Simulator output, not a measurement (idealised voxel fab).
The document below concerns the process module designated voxel self aligned contacts.
The cross-section on display is named cut; it measures 260 nm wide, and its cells are 5 nm squares.
Cross-section layout: square cells on a grid; listed as bands, top to bottom; a band spans one or more cell rows.
Quick guide to a band line: top height, bottom height (nm) up front; then every material left to right with its width in nm. Only one material and it's marked "edge to edge"? Then it fills the band edge to edge. And "empty" just means empty space.
Ref level 0: as-received wafer is one material below here. Bottom band extends down with no lower bound ("0..down").
Quick explanation for "30 to 40": the width changes in equal steps down the rows of cells, from the first number in the band's top row to the second number in its bottom row.
Key: "remains unaltered" - step with no changed cell in the cross-section.
Under "Fully enclosed voids" you'll find the enclosed gaps, the ones with no way out to the top, that are 8 cells or bigger; each reads width x height at distance, with distance counted from the left edge, everything in nm.
If you see something after the settings on a step's line, that's the simulator's own remark about that step.
Each step line may optionally specify "overlay nm", which for a step with a mask gives the rightward distance between the mask's planned place and where it lay, a negative value indicating the leftward direction.
[List of planned process steps]
step 1: op RECEIVE | material Si
step 2: op OXIDIZE | depth nm 5
step 3: op DIRECTIONAL_DEP | material polySi | thk nm 30
step 4: op DIRECTIONAL_DEP | material SiN | thk nm 15
step 5: op MASKED_ETCH | tone cover | mask id GATE | width nm 35 | pitch nm 70 | etch materials SiN | depth nm 15 | overlay nm 0
step 6: op MASKED_ETCH | tone cover | mask id GATE | width nm 35 | pitch nm 70 | etch materials polySi | depth nm 30 | overlay nm 0
step 7: op CONFORMAL_DEP | material SiN | thk nm 5
step 8: op DIRECTIONAL_ETCH | etch materials SiN | depth nm 5
step 9: op FILL_DEP | material SiO2 | thk nm 15
step 10: op CMP | height nm 50
step 11: op PATTERN | tone open | mask id CONTACT | material resist | width nm 45 | pitch nm 70 | thk nm 15 | overlay nm 0
step 12: op DIRECTIONAL_ETCH | etch materials SiO2 | depth nm 55
step 13: op STRIP | etch materials resist
step 14: op CONFORMAL_DEP | material TiN | thk nm 5
step 15: op FILL_DEP | material Ru | thk nm 10
step 16: op CMP | height nm 50
step 17: op CONFORMAL_DEP | material SiCN | thk nm 5
[Below: the first of two wafers, run as planned]
[as received, after step 1]
- 0..down | Si edge to edge
- Fully enclosed voids: none
[Once step 2 is through, the wafer looks like this in cross-section]
- 0..-5 | SiO2 edge to edge
- All layers under -5 are left as they were.
[Once step 3 is through, the wafer looks like this in cross-section]
- 30..0 | polySi edge to edge
- All layers under 0 are left as they were.
[Once step 4 is through, the wafer looks like this in cross-section]
- 45..30 | SiN edge to edge
- All layers under 30 are left as they were.
[Once step 5 is through, the wafer looks like this in cross-section]
- 45..30 | 40 empty, then 35 SiN, then 35 empty, then 35 SiN, then 35 empty, then 35 SiN, then 45 empty
- All layers under 30 are left as they were.
[Once step 6 is through, the wafer looks like this in cross-section]
- 45..30 | 40 empty, then 35 SiN, then 35 empty, then 35 SiN, then 35 empty, then 35 SiN, then 45 empty
- 30..0 | 40 empty, then 35 polySi, then 35 empty, then 35 polySi, then 35 empty, then 35 polySi, then 45 empty
- All layers under 0 are left as they were.
[Once step 7 is through, the wafer looks like this in cross-section]
- 50..30 | 35 empty, then 45 SiN, then 25 empty, then 45 SiN, then 25 empty, then 45 SiN, then 40 empty
- 30..5 | 35 empty, then 5 SiN, then 35 polySi, then 5 SiN, then 25 empty, then 5 SiN, then 35 polySi, then 5 SiN, then 25 empty, then 5 SiN, then 35 polySi, then 5 SiN, then 40 empty
- 5..0 | 40 SiN, then 35 polySi, then 35 SiN, then 35 polySi, then 35 SiN, then 35 polySi, then 45 SiN
- All layers under 0 are left as they were.
[Once step 8 is through, the wafer looks like this in cross-section]
- 45..30 | 35 empty, then 45 SiN, then 25 empty, then 45 SiN, then 25 empty, then 45 SiN, then 40 empty
- 30..0 | 35 empty, then 5 SiN, then 35 polySi, then 5 SiN, then 25 empty, then 5 SiN, then 35 polySi, then 5 SiN, then 25 empty, then 5 SiN, then 35 polySi, then 5 SiN, then 40 empty
- All layers under 0 are left as they were.
[Once step 9 is through, the wafer looks like this in cross-section]
- 60..45 | SiO2 edge to edge
- 45..30 | 35 SiO2, then 45 SiN, then 25 SiO2, then 45 SiN, then 25 SiO2, then 45 SiN, then 40 SiO2
- 30..0 | 35 SiO2, then 5 SiN, then 35 polySi, then 5 SiN, then 25 SiO2, then 5 SiN, then 35 polySi, then 5 SiN, then 25 SiO2, then 5 SiN, then 35 polySi, then 5 SiN, then 40 SiO2
- All layers under 0 are left as they were.
[Once step 10 is through, the wafer looks like this in cross-section]
- 50..45 | SiO2 edge to edge
- All layers under 45 are left as they were.
[Once step 11 is through, the wafer looks like this in cross-section]
- 65..50 | 70 resist, then 45 empty, then 25 resist, then 45 empty, then 75 resist
- All layers under 50 are left as they were.
[Once step 12 is through, the wafer looks like this in cross-section]
- 65..50 | 70 resist, then 45 empty, then 25 resist, then 45 empty, then 75 resist
- 50..45 | 70 SiO2, then 45 empty, then 25 SiO2, then 45 empty, then 75 SiO2
- 45..30 | 35 SiO2, then 45 SiN, then 25 empty, then 45 SiN, then 25 empty, then 45 SiN, then 40 SiO2
- 30..0 | 35 SiO2, then 5 SiN, then 35 polySi, then 5 SiN, then 25 empty, then 5 SiN, then 35 polySi, then 5 SiN, then 25 empty, then 5 SiN, then 35 polySi, then 5 SiN, then 40 SiO2
- 0..-5 | 80 SiO2, then 25 empty, then 45 SiO2, then 25 empty, then 85 SiO2
- All layers under -5 are left as they were.
[Once step 13 is through, the wafer looks like this in cross-section]
- 50..45 | 70 SiO2, then 45 empty, then 25 SiO2, then 45 empty, then 75 SiO2
- All layers under 45 are left as they were.
[Once step 14 is through, the wafer looks like this in cross-section]
- 55..50 | 75 TiN, then 35 empty, then 35 TiN, then 35 empty, then 80 TiN
- 50..45 | 70 SiO2, then 15 TiN, then 15 empty, then 15 TiN, then 25 SiO2, then 15 TiN, then 15 empty, then 15 TiN, then 75 SiO2
- 45..30 | 35 SiO2, then 45 SiN, then 5 TiN, then 15 empty, then 5 TiN, then 45 SiN, then 5 TiN, then 15 empty, then 5 TiN, then 45 SiN, then 40 SiO2
- 30..0 | 35 SiO2, then 5 SiN, then 35 polySi, then 5 SiN, then 5 TiN, then 15 empty, then 5 TiN, then 5 SiN, then 35 polySi, then 5 SiN, then 5 TiN, then 15 empty, then 5 TiN, then 5 SiN, then 35 polySi, then 5 SiN, then 40 SiO2
- 0..-5 | 80 SiO2, then 25 TiN, then 45 SiO2, then 25 TiN, then 85 SiO2
- All layers under -5 are left as they were.
[Once step 15 is through, the wafer looks like this in cross-section]
- 65..55 | Ru edge to edge
- 55..50 | 75 TiN, then 35 Ru, then 35 TiN, then 35 Ru, then 80 TiN
- 50..45 | 70 SiO2, then 15 TiN, then 15 Ru, then 15 TiN, then 25 SiO2, then 15 TiN, then 15 Ru, then 15 TiN, then 75 SiO2
- 45..30 | 35 SiO2, then 45 SiN, then 5 TiN, then 15 Ru, then 5 TiN, then 45 SiN, then 5 TiN, then 15 Ru, then 5 TiN, then 45 SiN, then 40 SiO2
- 30..0 | 35 SiO2, then 5 SiN, then 35 polySi, then 5 SiN, then 5 TiN, then 15 Ru, then 5 TiN, then 5 SiN, then 35 polySi, then 5 SiN, then 5 TiN, then 15 Ru, then 5 TiN, then 5 SiN, then 35 polySi, then 5 SiN, then 40 SiO2
- All layers under 0 are left as they were.
[Once step 16 is through, the wafer looks like this in cross-section]
- 50..45 | 70 SiO2, then 15 TiN, then 15 Ru, then 15 TiN, then 25 SiO2, then 15 TiN, then 15 Ru, then 15 TiN, then 75 SiO2
- All layers under 45 are left as they were.
[Once step 17 is through, the wafer looks like this in cross-section]
- 55..50 | SiCN edge to edge
- All layers under 50 are left as they were.
[Wafer two of the pair: same origin, same plan, one error during the run; identical to wafer one up to and including step 4]
[when step 5 should have ended]
- 45..35 | 40 empty, then 35 SiN, then 35 empty, then 35 SiN, then 35 empty, then 35 SiN, then 45 empty
- All layers under 35 are left as they were.
when step 6 should have ended: remains unaltered
[when step 7 should have ended]
- 50..40 | 35 empty, then 45 SiN, then 25 empty, then 45 SiN, then 25 empty, then 45 SiN, then 40 empty
- 40..30 | SiN edge to edge
- All layers under 30 are left as they were.
[when step 8 should have ended]
- 45..35 | 35 empty, then 45 SiN, then 25 empty, then 45 SiN, then 25 empty, then 45 SiN, then 40 empty
- All layers under 35 are left as they were.
[when step 9 should have ended]
- 60..45 | SiO2 edge to edge
- 45..35 | 35 SiO2, then 45 SiN, then 25 SiO2, then 45 SiN, then 25 SiO2, then 45 SiN, then 40 SiO2
- All layers under 35 are left as they were.
[when step 10 should have ended]
- 50..45 | SiO2 edge to edge
- All layers under 45 are left as they were.
[when step 11 should have ended]
- 65..50 | 70 resist, then 45 empty, then 25 resist, then 45 empty, then 75 resist
- All layers under 50 are left as they were.
[when step 12 should have ended]
- 65..50 | 70 resist, then 45 empty, then 25 resist, then 45 empty, then 75 resist
- 50..45 | 70 SiO2, then 45 empty, then 25 SiO2, then 45 empty, then 75 SiO2
- 45..35 | 35 SiO2, then 45 SiN, then 25 empty, then 45 SiN, then 25 empty, then 45 SiN, then 40 SiO2
- All layers under 35 are left as they were.
[when step 13 should have ended]
- 50..45 | 70 SiO2, then 45 empty, then 25 SiO2, then 45 empty, then 75 SiO2
- All layers under 45 are left as they were.
[when step 14 should have ended]
- 55..50 | 75 TiN, then 35 empty, then 35 TiN, then 35 empty, then 80 TiN
- 50..45 | 70 SiO2, then 15 TiN, then 15 empty, then 15 TiN, then 25 SiO2, then 15 TiN, then 15 empty, then 15 TiN, then 75 SiO2
- 45..40 | 35 SiO2, then 45 SiN, then 5 TiN, then 15 empty, then 5 TiN, then 45 SiN, then 5 TiN, then 15 empty, then 5 TiN, then 45 SiN, then 40 SiO2
- 40..35 | 35 SiO2, then 45 SiN, then 25 TiN, then 45 SiN, then 25 TiN, then 45 SiN, then 40 SiO2
- All layers under 35 are left as they were.
[when step 15 should have ended]
- 65..55 | Ru edge to edge
- 55..50 | 75 TiN, then 35 Ru, then 35 TiN, then 35 Ru, then 80 TiN
- 50..45 | 70 SiO2, then 15 TiN, then 15 Ru, then 15 TiN, then 25 SiO2, then 15 TiN, then 15 Ru, then 15 TiN, then 75 SiO2
- 45..40 | 35 SiO2, then 45 SiN, then 5 TiN, then 15 Ru, then 5 TiN, then 45 SiN, then 5 TiN, then 15 Ru, then 5 TiN, then 45 SiN, then 40 SiO2
- All layers under 40 are left as they were.
[when step 16 should have ended]
- 50..45 | 70 SiO2, then 15 TiN, then 15 Ru, then 15 TiN, then 25 SiO2, then 15 TiN, then 15 Ru, then 15 TiN, then 75 SiO2
- All layers under 45 are left as they were.
[when step 17 should have ended]
- 55..50 | SiCN edge to edge
- All layers under 50 are left as they were.
So what did we get wrong on this run? step 5 deviated from plan and actually ran as op MASKED_ETCH | tone cover | mask id GATE | width nm 35 | pitch nm 70 | etch materials SiN | depth nm 10 | overlay nm 0
At the finish, the second wafer shows more or fewer cells for some materials than the first does: 48 fewer of Ru | 11 fewer of SiN | 95 fewer of SiO2 | 32 fewer of TiN | 186 more of polySi
